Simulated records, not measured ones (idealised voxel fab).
Proc. module: voxel transistor to metal
The cross-section on display is named cut; it measures 185 nm wide, and its cells are 5 nm squares.
A cross-section in this document is a grid of square cells, and it is written down as bands, the top band listed before the ones below it; a band is made up of one or more rows of cells.
It is stipulated that each band's entry specify, in nanometres, the height of the top of the band and then that of its bottom, followed by the materials of the band in left-to-right sequence, each together with its width in nanometres. A single material marked by the word "throughout" is understood to fill the band from edge to edge; the word "empty" is understood to denote empty space.
We count height from 0. Below that, the starting wafer is all one material. The lowest band never ends at the bottom but goes on down; see "z 0 and below" for how that is written.
A width such as "30..40" changes by the same amount from each row of cells to the next, from the band's top row to its bottom row.
It should be understood that the words "left unchanged", when stated for a given step, signify that the cross-section underwent no change in any of its cells during that step.
Empty spaces counting at least 8 cells and having no open way to the top are listed in "Voids, enclosed". The notation width x height at distance is used for each, the distance being from the left edge and all three values in nm.
Heads up: the bit after the settings on a step's line is the simulator's remark on that step.
overlay nm: for a step with a mask, the amount by which the mask lay right of where it was planned; a negative amount means left of it.
[Process steps (planned)]
step 1: RECEIVE (material Si)
step 2: CONFORMAL_DEP (material SiO2; thk nm 5)
step 3: CONFORMAL_DEP (material SiN; thk nm 15)
step 4: DIRECTIONAL_DEP (material aC; thk nm 10)
step 5: PATTERN (tone cover; mask id ACTIVE; material resist; width nm 105; thk nm 25; overlay nm 0)
step 6: DIRECTIONAL_ETCH (etch materials aC; depth nm 10)
step 7: STRIP (etch materials resist)
step 8: DIRECTIONAL_ETCH (etch materials SiN; depth nm 15)
step 9: DIRECTIONAL_ETCH (etch materials SiO2; depth nm 5)
step 10: DIRECTIONAL_ETCH (etch materials Si; depth nm 35)
step 11: STRIP (etch materials aC)
step 12: OXIDIZE (depth nm 5)
step 13: FILL_DEP (material SiO2; thk nm 5)
step 14: CMP (height nm 20)
step 15: SELECTIVE_ETCH (etch materials SiO2; depth nm 10)
step 16: STRIP (etch materials SiN)
step 17: SELECTIVE_ETCH (etch materials SiO2; depth nm 5)
step 18: OXIDIZE (depth nm 5)
step 19: DIRECTIONAL_DEP (material polySi; thk nm 25)
step 20: DIRECTIONAL_DEP (material SiCN; thk nm 10)
step 21: DIRECTIONAL_DEP (material aC; thk nm 15)
step 22: PATTERN (tone cover; mask id GATE; material resist; width nm 35; thk nm 35; overlay nm 0)
step 23: DIRECTIONAL_ETCH (etch materials aC; depth nm 15)
step 24: STRIP (etch materials resist)
step 25: DIRECTIONAL_ETCH (etch materials SiCN; depth nm 20)
step 26: DIRECTIONAL_ETCH (etch materials polySi; depth nm 35)
step 27: STRIP (etch materials aC)
step 28: CONFORMAL_DEP (material SiN; thk nm 10)
step 29: DIRECTIONAL_ETCH (etch materials SiN; depth nm 10)
step 30: DIRECTIONAL_ETCH (etch materials SiO2; depth nm 5)
step 31: DIRECTIONAL_ETCH (etch materials Si; depth nm 5)
step 32: EPI (material SiGe; thk nm 10)
step 33: FILL_DEP (material SiO2; thk nm 5)
step 34: CMP (height nm 25)
step 35: STRIP (etch materials polySi)
step 36: SELECTIVE_ETCH (etch materials SiO2; depth nm 5)
step 37: CONFORMAL_DEP (material HfO2; thk nm 5)
step 38: CONFORMAL_DEP (material TiN; thk nm 5)
step 39: FILL_DEP (material W; thk nm 5)
step 40: CMP (height nm 20)
step 41: DIRECTIONAL_DEP (material SiO2; thk nm 10)
step 42: DIRECTIONAL_DEP (material aC; thk nm 15)
step 43: PATTERN (tone open; mask id CONTACT; material resist; width nm 15; pitch nm 80; thk nm 30; overlay nm 0)
step 44: DIRECTIONAL_ETCH (etch materials aC; depth nm 15)
step 45: STRIP (etch materials resist)
step 46: DIRECTIONAL_ETCH (etch materials SiO2; depth nm 30)
step 47: STRIP (etch materials aC)
step 48: CONFORMAL_DEP (material TiN; thk nm 5)
step 49: FILL_DEP (material Ru; thk nm 5)
step 50: CMP (height nm 30)
step 51: DIRECTIONAL_DEP (material TiN; thk nm 5)
step 52: DIRECTIONAL_DEP (material W; thk nm 20)
step 53: PATTERN (tone cover; mask id METAL_1; material resist; width nm 15; pitch nm 80; thk nm 15; overlay nm 0)
step 54: DIRECTIONAL_ETCH (etch materials W; depth nm 20)
step 55: DIRECTIONAL_ETCH (etch materials TiN; depth nm 5)
step 56: STRIP (etch materials resist)
step 57: FILL_DEP (material SiO2; thk nm 10)
step 58: CMP (height nm 55)
step 59: CONFORMAL_DEP (material SiCN; thk nm 5)
step 60: DIRECTIONAL_DEP (material lowk; thk nm 30)
step 61: MASKED_ETCH (tone open; mask id METAL_2; width nm 15; pitch nm 80; etch materials lowk; depth nm 20; overlay nm 0)
step 62: MASKED_ETCH (tone open; mask id METAL_2_HOLES; width nm 15; pitch nm 80; etch materials lowk; depth nm 10; overlay nm 0)
step 63: MASKED_ETCH (tone open; mask id METAL_2_HOLES; width nm 15; pitch nm 80; etch materials SiCN; depth nm 5; overlay nm 0)
step 64: CONFORMAL_DEP (material TiN; thk nm 5)
step 65: FILL_DEP (material Cu; thk nm 10)
step 66: CMP (height nm 90)
step 67: CONFORMAL_DEP (material SiN; thk nm 5)
[So this is the incoming wafer in cross-section - it's already been through step 1]
* z 0 and below  Si throughout
* Voids, enclosed: none
[End-of-module cross-section. Starting structure and process plan as above; one mistake made in running it]
* z 95 to 90  SiN throughout
* z 90 to 60  lowk throughout
* z 60 to 55  SiCN throughout
* z 55 to 35  SiO2 (45), W (15), SiO2 (65), W (15), SiO2 (45)
* z 35 to 30  SiO2 (45), TiN (15), SiO2 (65), TiN (15), SiO2 (45)
* z 30 to 20  SiO2 (45), TiN (5), Ru (5), TiN (5), SiO2 (65), TiN (5), Ru (5), TiN (5), SiO2 (45)
* z 20 to 10  SiO2 (45), TiN (5), Ru (5), TiN (5), SiO2 (5), SiN (10), HfO2 (5), TiN (5), W (15), TiN (5), HfO2 (5), SiN (10), SiO2 (5), TiN (5), Ru (5), TiN (5), SiO2 (45)
* z 10 to 5  SiO2 (45), TiN (15), SiO2 (5), SiN (10), HfO2 (5), TiN (5), W (15), TiN (5), HfO2 (5), SiN (10), SiO2 (5), TiN (15), SiO2 (45)
* z 5 to 0  SiO2 (35), SiN (10), TiN (10), SiGe (10), SiN (10), HfO2 (5), TiN (25), HfO2 (5), SiN (10), SiGe (10), TiN (10), SiN (10), SiO2 (35)
* z 0 to -5  SiO2 (45), SiGe (20), SiO2 (5), HfO2 (45), SiO2 (5), SiGe (20), SiO2 (45)
* z -5 to -10  SiO2 (45), SiGe (20), Si (55), SiGe (20), SiO2 (45)
* z -10 to -40  SiO2 (45), Si (95), SiO2 (45)
* z -40 and below  Si throughout
* Voids, enclosed: none
Want to know what went wrong? the plan's step 60 ran twice
